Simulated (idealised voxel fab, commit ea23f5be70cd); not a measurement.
process module | voxel gate over fins
cross-section cut | 280 nm wide | cells 5 nm
A cross-section is a grid of square cells, given in bands from the top down. A band is one or more rows of cells.
Each band's line starts with the height of the band's top and of its bottom, in nm. Then come its materials from left to right, each with its width in nm. One material with "throughout" fills the band from edge to edge. "air" is empty space.
Height 0 is the level under which the wafer as received is all one material. The lowest band goes on downwards, as in "0 down".
A width such as "30 to 40" changes by the same amount from each row of cells to the next, from the band's top row to its bottom row.
"no change" after a step means that no cell of the cross-section changed.
closed voids: empty space of 8 cells or more with no open way to the top, each as width x height at its distance from the left edge, in nm
after a step's settings: what the simulator itself notes on the step
overlay nm, on a step with a mask: how far to the right of its planned place the mask lay; to the left if negative
plan
1 op RECEIVE | material Si
2 op CONFORMAL_DEP | material SiN | thk nm 5
3 op PATTERN | tone cover | mask id FINS | material resist | width nm 15 | pitch nm 35 | thk nm 15 | overlay nm 0
4 op DIRECTIONAL_ETCH | etch materials SiN | depth nm 5
5 op DIRECTIONAL_ETCH | etch materials Si | depth nm 40
6 op STRIP | etch materials resist
7 op OXIDIZE | depth nm 5
8 op FILL_DEP | material SiO2 | thk nm 15
9 op CMP | height nm 5
10 op SELECTIVE_ETCH | etch materials SiO2 | depth nm 15
11 op STRIP | etch materials SiN
12 op CONFORMAL_DEP | material HfO2 | thk nm 5
13 op CONFORMAL_DEP | material TiN | thk nm 5
14 op CONFORMAL_DEP | material TiAl | thk nm 5
15 op CONFORMAL_DEP | material TiN | thk nm 5
16 op FILL_DEP | material W | thk nm 10
17 op CMP | height nm 25
18 op CONFORMAL_DEP | material SiN | thk nm 10
as received, after step 1
  0 down: Si throughout
  closed voids: none
first wafer at the end, as planned
  35 to 25: SiN throughout
  25 to 20: W throughout
  20 to 15: W 80 | TiN 115 | W 85
  15 to 10: W 80 | TiN 5 | TiAl 105 | TiN 5 | W 85
  10 to 5: TiN 85 | TiAl 5 | TiN 25 | TiAl 10 | TiN 25 | TiAl 10 | TiN 25 | TiAl 5 | TiN 90
  5 to 0: TiAl 90 | TiN 5 | HfO2 15 | TiN 5 | TiAl 10 | TiN 5 | HfO2 15 | TiN 5 | TiAl 10 | TiN 5 | HfO2 15 | TiN 5 | TiAl 95
  0 to -5: TiN 95 | HfO2 5 | Si 5 | HfO2 5 | TiN 20 | HfO2 5 | Si 5 | HfO2 5 | TiN 20 | HfO2 5 | Si 5 | HfO2 5 | TiN 100
  -5 to -10: HfO2 100 | Si 5 | HfO2 30 | Si 5 | HfO2 30 | Si 5 | HfO2 105
  -10 to -45: SiO2 100 | Si 5 | SiO2 30 | Si 5 | SiO2 30 | Si 5 | SiO2 105
  -45 down: Si throughout
  closed voids: none
second wafer at the end: like start, like plan, one mistake
  35 to 25: SiN throughout
  25 to 20: W throughout
  20 to 15: W 80 | TiN 115 | W 85
  15 to 10: W 80 | TiN 5 | TiAl 105 | TiN 5 | W 85
  10 to 5: W 80 | TiN 5 | TiAl 5 | TiN 25 | TiAl 10 | TiN 25 | TiAl 10 | TiN 25 | TiAl 5 | TiN 5 | W 85
  5 to 0: W 80 | TiN 5 | TiAl 5 | TiN 5 | HfO2 15 | TiN 5 | TiAl 10 | TiN 5 | HfO2 15 | TiN 5 | TiAl 10 | TiN 5 | HfO2 15 | TiN 5 | TiAl 5 | TiN 5 | W 85
  0 to -5: W 80 | TiN 5 | TiAl 5 | TiN 5 | HfO2 5 | Si 5 | HfO2 5 | TiN 5 | TiAl 10 | TiN 5 | HfO2 5 | Si 5 | HfO2 5 | TiN 5 | TiAl 10 | TiN 5 | HfO2 5 | Si 5 | HfO2 5 | TiN 5 | TiAl 5 | TiN 5 | W 85
  -5 to -10: TiN 85 | TiAl 5 | TiN 5 | HfO2 5 | Si 5 | HfO2 5 | TiN 5 | TiAl 10 | TiN 5 | HfO2 5 | Si 5 | HfO2 5 | TiN 5 | TiAl 10 | TiN 5 | HfO2 5 | Si 5 | HfO2 5 | TiN 5 | TiAl 5 | TiN 90
  -10 to -15: TiAl 90 | TiN 5 | HfO2 5 | Si 5 | HfO2 5 | TiN 5 | TiAl 10 | TiN 5 | HfO2 5 | Si 5 | HfO2 5 | TiN 5 | TiAl 10 | TiN 5 | HfO2 5 | Si 5 | HfO2 5 | TiN 5 | TiAl 95
  -15 to -20: TiN 95 | HfO2 5 | Si 5 | HfO2 5 | TiN 20 | HfO2 5 | Si 5 | HfO2 5 | TiN 20 | HfO2 5 | Si 5 | HfO2 5 | TiN 100
  -20 to -25: HfO2 100 | Si 5 | HfO2 30 | Si 5 | HfO2 30 | Si 5 | HfO2 105
  -25 to -45: SiO2 100 | Si 5 | SiO2 30 | Si 5 | SiO2 30 | Si 5 | SiO2 105
  -45 down: Si throughout
  closed voids: none
what went wrong: step 10 was run twice
at the end the second wafer has, in cells: 18 more of HfO2 | 159 fewer of SiO2 | 18 more of TiAl | 24 more of TiN | 99 more of W
